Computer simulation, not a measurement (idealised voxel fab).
A process module follows: voxel gate over fins.
The width of the displayed cross-section, cut, is 225 nm; its cells are square, with a size of 5 nm.
In this document a cross-section is written as a grid of square cells. It is given as a series of bands, listed from the top down, and a band is one or more rows of cells. Within each band entry, the heights of the top and of the bottom of the band appear first, in that order and in nm; the materials of the band then follow from left to right, each with its corresponding width in nm. The designation "full width" on a single material indicates that it fills the band from edge to edge; the designation "blank" indicates empty space. Counting heights begins at 0, where everything beneath is, in the wafer as received, one material. The lowest band has no bottom; it goes on downwards, as "top 0, no bottom" shows. When a width is written as two numbers, as in "30->40", the first number is the width in the top row of cells of the band and the second is the width in its bottom row, and the width changes by the same amount from each row to the next. A step reported as "identical to before" is a step in which no cell of the cross-section changed. Enclosed voids (no open way to top), threshold 8 cells or more, entry "Listed closed voids", notation width x height at distance, distance from left edge, nm. Text after the settings on a step's line: the simulator's own remark on that step. If you see "overlay nm" on a step's line and that step has a mask, it's telling you how far right of where it was planned the mask ended up; a negative number means it went left instead.

Planned process steps
step 1: RECEIVE,material Si
step 2: CONFORMAL_DEP,material SiN,thk nm 5
step 3: PATTERN,tone cover,mask id FINS,material resist,width nm 15,pitch nm 35,thk nm 15,overlay nm 0
step 4: DIRECTIONAL_ETCH,etch materials SiN,depth nm 5
step 5: DIRECTIONAL_ETCH,etch materials Si,depth nm 40
step 6: STRIP,etch materials resist
step 7: OXIDIZE,depth nm 5
step 8: FILL_DEP,material SiO2,thk nm 15
step 9: CMP,height nm 5
step 10: SELECTIVE_ETCH,etch materials SiO2,depth nm 20
step 11: STRIP,etch materials SiN
step 12: CONFORMAL_DEP,material HfO2,thk nm 5
step 13: CONFORMAL_DEP,material TiN,thk nm 5
step 14: FILL_DEP,material W,thk nm 15
step 15: CMP,height nm 20
step 16: CONFORMAL_DEP,material SiCN,thk nm 5

On the first of the two wafers: run conducted according to plan

Cross-section, incoming material, after step 1
* top 0, no bottom  Si full width
* Listed closed voids: none

So this is the wafer cross-section right after step 2
* top 5, bottom 0  SiN full width
* below 0: unchanged

So this is the wafer cross-section right after step 3
* top 20, bottom 5  blank=70; resist=15; blank=20; resist=15; blank=20; resist=15; blank=70
* below 5: unchanged

So this is the wafer cross-section right after step 4
* top 20, bottom 5  blank=70; resist=15; blank=20; resist=15; blank=20; resist=15; blank=70
* top 5, bottom 0  blank=70; SiN=15; blank=20; SiN=15; blank=20; SiN=15; blank=70
* below 0: unchanged

So this is the wafer cross-section right after step 5
* top 20, bottom 5  blank=70; resist=15; blank=20; resist=15; blank=20; resist=15; blank=70
* top 5, bottom 0  blank=70; SiN=15; blank=20; SiN=15; blank=20; SiN=15; blank=70
* top 0, bottom -40  blank=70; Si=15; blank=20; Si=15; blank=20; Si=15; blank=70
* below -40: unchanged

So this is the wafer cross-section right after step 6
* top 5, bottom 0  blank=70; SiN=15; blank=20; SiN=15; blank=20; SiN=15; blank=70
* below 0: unchanged

So this is the wafer cross-section right after step 7
* top 5, bottom 0  blank=70; SiN=15; blank=20; SiN=15; blank=20; SiN=15; blank=70
* top 0, bottom -40  blank=70; SiO2=5; Si=5; SiO2=5; blank=20; SiO2=5; Si=5; SiO2=5; blank=20; SiO2=5; Si=5; SiO2=5; blank=70
* top -40, bottom -45  SiO2=75; Si=5; SiO2=30; Si=5; SiO2=30; Si=5; SiO2=75
* below -45: unchanged

So this is the wafer cross-section right after step 8
* top 20, bottom 5  SiO2 full width
* top 5, bottom 0  SiO2=70; SiN=15; SiO2=20; SiN=15; SiO2=20; SiN=15; SiO2=70
* top 0, bottom -45  SiO2=75; Si=5; SiO2=30; Si=5; SiO2=30; Si=5; SiO2=75
* below -45: unchanged

So this is the wafer cross-section right after step 9
* top 5, bottom 0  SiO2=70; SiN=15; SiO2=20; SiN=15; SiO2=20; SiN=15; SiO2=70
* below 0: unchanged

So this is the wafer cross-section right after step 10
* top 5, bottom 0  blank=70; SiN=15; blank=20; SiN=15; blank=20; SiN=15; blank=70
* top 0, bottom -15  blank=75; Si=5; blank=30; Si=5; blank=30; Si=5; blank=75
* below -15: unchanged

So this is the wafer cross-section right after step 11
* top 0, bottom -15  blank=75; Si=5; blank=30; Si=5; blank=30; Si=5; blank=75
* below -15: unchanged

So this is the wafer cross-section right after step 12
* top 5, bottom 0  blank=70; HfO2=15; blank=20; HfO2=15; blank=20; HfO2=15; blank=70
* top 0, bottom -10  blank=70; HfO2=5; Si=5; HfO2=5; blank=20; HfO2=5; Si=5; HfO2=5; blank=20; HfO2=5; Si=5; HfO2=5; blank=70
* top -10, bottom -15  HfO2=75; Si=5; HfO2=30; Si=5; HfO2=30; Si=5; HfO2=75
* below -15: unchanged

So this is the wafer cross-section right after step 13
* top 10, bottom 5  blank=65; TiN=25; blank=10; TiN=25; blank=10; TiN=25; blank=65
* top 5, bottom 0  blank=65; TiN=5; HfO2=15; TiN=5; blank=10; TiN=5; HfO2=15; TiN=5; blank=10; TiN=5; HfO2=15; TiN=5; blank=65
* top 0, bottom -5  blank=65; TiN=5; HfO2=5; Si=5; HfO2=5; TiN=5; blank=10; TiN=5; HfO2=5; Si=5; HfO2=5; TiN=5; blank=10; TiN=5; HfO2=5; Si=5; HfO2=5; TiN=5; blank=65
* top -5, bottom -10  TiN=70; HfO2=5; Si=5; HfO2=5; TiN=20; HfO2=5; Si=5; HfO2=5; TiN=20; HfO2=5; Si=5; HfO2=5; TiN=70
* below -10: unchanged

So this is the wafer cross-section right after step 14
* top 25, bottom 10  W full width
* top 10, bottom 5  W=65; TiN=25; W=10; TiN=25; W=10; TiN=25; W=65
* top 5, bottom 0  W=65; TiN=5; HfO2=15; TiN=5; W=10; TiN=5; HfO2=15; TiN=5; W=10; TiN=5; HfO2=15; TiN=5; W=65
* top 0, bottom -5  W=65; TiN=5; HfO2=5; Si=5; HfO2=5; TiN=5; W=10; TiN=5; HfO2=5; Si=5; HfO2=5; TiN=5; W=10; TiN=5; HfO2=5; Si=5; HfO2=5; TiN=5; W=65
* below -5: unchanged

So this is the wafer cross-section right after step 15
* top 20, bottom 10  W full width
* below 10: unchanged

So this is the wafer cross-section right after step 16
* top 25, bottom 20  SiCN full width
* below 20: unchanged

The Second Wafer: Common Origin and Plan, One Mistake in Execution, Identical to the First Through Step 12

Cross-section of the second wafer at the time step 13 of the plan should have ended
* top 10, bottom 0  blank=65; HfO2=25; blank=10; HfO2=25; blank=10; HfO2=25; blank=65
* top 0, bottom -5  blank=65; HfO2=10; Si=5; HfO2=10; blank=10; HfO2=10; Si=5; HfO2=10; blank=10; HfO2=10; Si=5; HfO2=10; blank=65
* top -5, bottom -15  HfO2=75; Si=5; HfO2=30; Si=5; HfO2=30; Si=5; HfO2=75
* below -15: unchanged

Cross-section of the second wafer at the time step 14 of the plan should have ended
* top 25, bottom 10  W full width
* top 10, bottom 0  W=65; HfO2=25; W=10; HfO2=25; W=10; HfO2=25; W=65
* top 0, bottom -5  W=65; HfO2=10; Si=5; HfO2=10; W=10; HfO2=10; Si=5; HfO2=10; W=10; HfO2=10; Si=5; HfO2=10; W=65
* below -5: unchanged

Cross-section of the second wafer at the time step 15 of the plan should have ended
* top 20, bottom 10  W full width
* below 10: unchanged

Cross-section of the second wafer at the time step 16 of the plan should have ended
* top 25, bottom 20  SiCN full width
* below 20: unchanged
Run error: step 13 was run on a setting that differed from the plan, and what really ran there is CONFORMAL_DEP,material HfO2,thk nm 5
End of process, cell counts, second wafer against first, materials with more or fewer: HfO2 +63 | TiN -63
